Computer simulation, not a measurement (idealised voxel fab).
process module | voxel gate over fins
cross-section cut | 240 nm wide | cells 5 nm
Think of the cross-section as a grid of square cells. We describe it in bands, top to bottom, and each band covers one or more rows of those cells.
Band entry format. Leading values: height of top, height of bottom, nm. Remainder: materials in left-to-right order, each with its width in nm. Special words: "edge to edge" on a single material, which then fills the band edge to edge; "blank", empty space.
Height reference: 0 = level under which incoming wafer is all one material. Lowest band: no bottom, runs on downward, e.g. "0 and below".
Note: "30->40" means the width goes from the first number (top row of the band) to the second number (bottom row) in equal steps per row of cells.
You'll sometimes find "nothing altered" written for a step, and that's the way of saying that nowhere in the cross-section did a cell change during that step.
Listed in "Cavities, sealed": every empty space of 8 or more cells without an open way to the top. Form: width x height at distance, the distance being from the left edge, all in nm.
It should be noted that, on the line of a given step, the content following the step's settings is a remark produced by the simulator itself with respect to that step.
A step's line can hold "overlay nm"; with a mask on that step, the setting says how far right of the planned place the mask lay, while a negative setting says it lay to the left.
Intended process steps
- 1: RECEIVE with material Si
- 2: CONFORMAL_DEP with material SiN, thk nm 5
- 3: PATTERN with tone cover, mask id FINS, material resist, width nm 15, pitch nm 40, thk nm 15, overlay nm 0
- 4: DIRECTIONAL_ETCH with etch materials SiN, depth nm 5
- 5: DIRECTIONAL_ETCH with etch materials Si, depth nm 30
- 6: STRIP with etch materials resist
- 7: OXIDIZE with depth nm 5
- 8: FILL_DEP with material SiO2, thk nm 15
- 9: CMP with height nm 5
- 10: SELECTIVE_ETCH with etch materials SiO2, depth nm 15
- 11: STRIP with etch materials SiN
- 12: CONFORMAL_DEP with material HfO2, thk nm 5
- 13: CONFORMAL_DEP with material TiN, thk nm 5
- 14: FILL_DEP with material W, thk nm 10
- 15: CMP with height nm 15
- 16: CONFORMAL_DEP with material SiN, thk nm 5
First wafer, as planned
This is the cross-section of the wafer as we received it, i.e. after step 1
> 0 and below | Si edge to edge
> Cavities, sealed: none
After step 2
> 5 down to 0 | SiN edge to edge
> Below 0, no change.
After step 3
> 20 down to 5 | blank (50), then resist (15), then blank (25), then resist (15), then blank (25), then resist (15), then blank (25), then resist (15), then blank (55)
> Below 5, no change.
After step 4
> 20 down to 5 | blank (50), then resist (15), then blank (25), then resist (15), then blank (25), then resist (15), then blank (25), then resist (15), then blank (55)
> 5 down to 0 | blank (50), then SiN (15), then blank (25), then SiN (15), then blank (25), then SiN (15), then blank (25), then SiN (15), then blank (55)
> Below 0, no change.
After step 5
> 20 down to 5 | blank (50), then resist (15), then blank (25), then resist (15), then blank (25), then resist (15), then blank (25), then resist (15), then blank (55)
> 5 down to 0 | blank (50), then SiN (15), then blank (25), then SiN (15), then blank (25), then SiN (15), then blank (25), then SiN (15), then blank (55)
> 0 down to -30 | blank (50), then Si (15), then blank (25), then Si (15), then blank (25), then Si (15), then blank (25), then Si (15), then blank (55)
> Below -30, no change.
After step 6
> 5 down to 0 | blank (50), then SiN (15), then blank (25), then SiN (15), then blank (25), then SiN (15), then blank (25), then SiN (15), then blank (55)
> Below 0, no change.
After step 7
> 5 down to 0 | blank (50), then SiN (15), then blank (25), then SiN (15), then blank (25), then SiN (15), then blank (25), then SiN (15), then blank (55)
> 0 down to -30 | blank (50), then SiO2 (5), then Si (5), then SiO2 (5), then blank (25), then SiO2 (5), then Si (5), then SiO2 (5), then blank (25), then SiO2 (5), then Si (5), then SiO2 (5), then blank (25), then SiO2 (5), then Si (5), then SiO2 (5), then blank (55)
> -30 down to -35 | SiO2 (55), then Si (5), then SiO2 (35), then Si (5), then SiO2 (35), then Si (5), then SiO2 (35), then Si (5), then SiO2 (60)
> Below -35, no change.
After step 8
> 20 down to 5 | SiO2 edge to edge
> 5 down to 0 | SiO2 (50), then SiN (15), then SiO2 (25), then SiN (15), then SiO2 (25), then SiN (15), then SiO2 (25), then SiN (15), then SiO2 (55)
> 0 down to -35 | SiO2 (55), then Si (5), then SiO2 (35), then Si (5), then SiO2 (35), then Si (5), then SiO2 (35), then Si (5), then SiO2 (60)
> Below -35, no change.
After step 9
> 5 down to 0 | SiO2 (50), then SiN (15), then SiO2 (25), then SiN (15), then SiO2 (25), then SiN (15), then SiO2 (25), then SiN (15), then SiO2 (55)
> Below 0, no change.
After step 10
> 5 down to 0 | blank (50), then SiN (15), then blank (25), then SiN (15), then blank (25), then SiN (15), then blank (25), then SiN (15), then blank (55)
> 0 down to -10 | blank (55), then Si (5), then blank (35), then Si (5), then blank (35), then Si (5), then blank (35), then Si (5), then blank (60)
> Below -10, no change.
After step 11
> 0 down to -10 | blank (55), then Si (5), then blank (35), then Si (5), then blank (35), then Si (5), then blank (35), then Si (5), then blank (60)
> Below -10, no change.
After step 12
> 5 down to 0 | blank (50), then HfO2 (15), then blank (25), then HfO2 (15), then blank (25), then HfO2 (15), then blank (25), then HfO2 (15), then blank (55)
> 0 down to -5 | blank (50), then HfO2 (5), then Si (5), then HfO2 (5), then blank (25), then HfO2 (5), then Si (5), then HfO2 (5), then blank (25), then HfO2 (5), then Si (5), then HfO2 (5), then blank (25), then HfO2 (5), then Si (5), then HfO2 (5), then blank (55)
> -5 down to -10 | HfO2 (55), then Si (5), then HfO2 (35), then Si (5), then HfO2 (35), then Si (5), then HfO2 (35), then Si (5), then HfO2 (60)
> Below -10, no change.
After step 13
> 10 down to 5 | blank (45), then TiN (25), then blank (15), then TiN (25), then blank (15), then TiN (25), then blank (15), then TiN (25), then blank (50)
> 5 down to 0 | blank (45), then TiN (5), then HfO2 (15), then TiN (5), then blank (15), then TiN (5), then HfO2 (15), then TiN (5), then blank (15), then TiN (5), then HfO2 (15), then TiN (5), then blank (15), then TiN (5), then HfO2 (15), then TiN (5), then blank (50)
> 0 down to -5 | TiN (50), then HfO2 (5), then Si (5), then HfO2 (5), then TiN (25), then HfO2 (5), then Si (5), then HfO2 (5), then TiN (25), then HfO2 (5), then Si (5), then HfO2 (5), then TiN (25), then HfO2 (5), then Si (5), then HfO2 (5), then TiN (55)
> Below -5, no change.
After step 14
> 20 down to 10 | W edge to edge
> 10 down to 5 | W (45), then TiN (25), then W (15), then TiN (25), then W (15), then TiN (25), then W (15), then TiN (25), then W (50)
> 5 down to 0 | W (45), then TiN (5), then HfO2 (15), then TiN (5), then W (15), then TiN (5), then HfO2 (15), then TiN (5), then W (15), then TiN (5), then HfO2 (15), then TiN (5), then W (15), then TiN (5), then HfO2 (15), then TiN (5), then W (50)
> Below 0, no change.
After step 15
> 15 down to 10 | W edge to edge
> Below 10, no change.
After step 16
> 20 down to 15 | SiN edge to edge
> Below 15, no change.
Second wafer. Start and plan as for the first. One mistake made in running. Agrees with the first up to and including step 11
Second wafer shown in cross-section at the time step 12 was slated to end: nothing altered
Second wafer shown in cross-section at the time step 13 was slated to end
> 5 down to 0 | blank (50), then TiN (15), then blank (25), then TiN (15), then blank (25), then TiN (15), then blank (25), then TiN (15), then blank (55)
> 0 down to -5 | blank (50), then TiN (5), then Si (5), then TiN (5), then blank (25), then TiN (5), then Si (5), then TiN (5), then blank (25), then TiN (5), then Si (5), then TiN (5), then blank (25), then TiN (5), then Si (5), then TiN (5), then blank (55)
> -5 down to -10 | TiN (55), then Si (5), then TiN (35), then Si (5), then TiN (35), then Si (5), then TiN (35), then Si (5), then TiN (60)
> Below -10, no change.
Second wafer shown in cross-section at the time step 14 was slated to end
> 15 down to 5 | W edge to edge
> 5 down to 0 | W (50), then TiN (15), then W (25), then TiN (15), then W (25), then TiN (15), then W (25), then TiN (15), then W (55)
> 0 down to -5 | W (50), then TiN (5), then Si (5), then TiN (5), then W (25), then TiN (5), then Si (5), then TiN (5), then W (25), then TiN (5), then Si (5), then TiN (5), then W (25), then TiN (5), then Si (5), then TiN (5), then W (55)
> Below -5, no change.
Second wafer shown in cross-section at the time step 15 was slated to end: nothing altered
Second wafer shown in cross-section at the time step 16 was slated to end
> 20 down to 15 | SiN edge to edge
> Below 15, no change.
Processing error: the plan's step 12 went unexecuted, having been skipped
Final difference in cells, second wafer against first, listed per material as more or fewer: HfO2: 64 fewer | W: 64 more
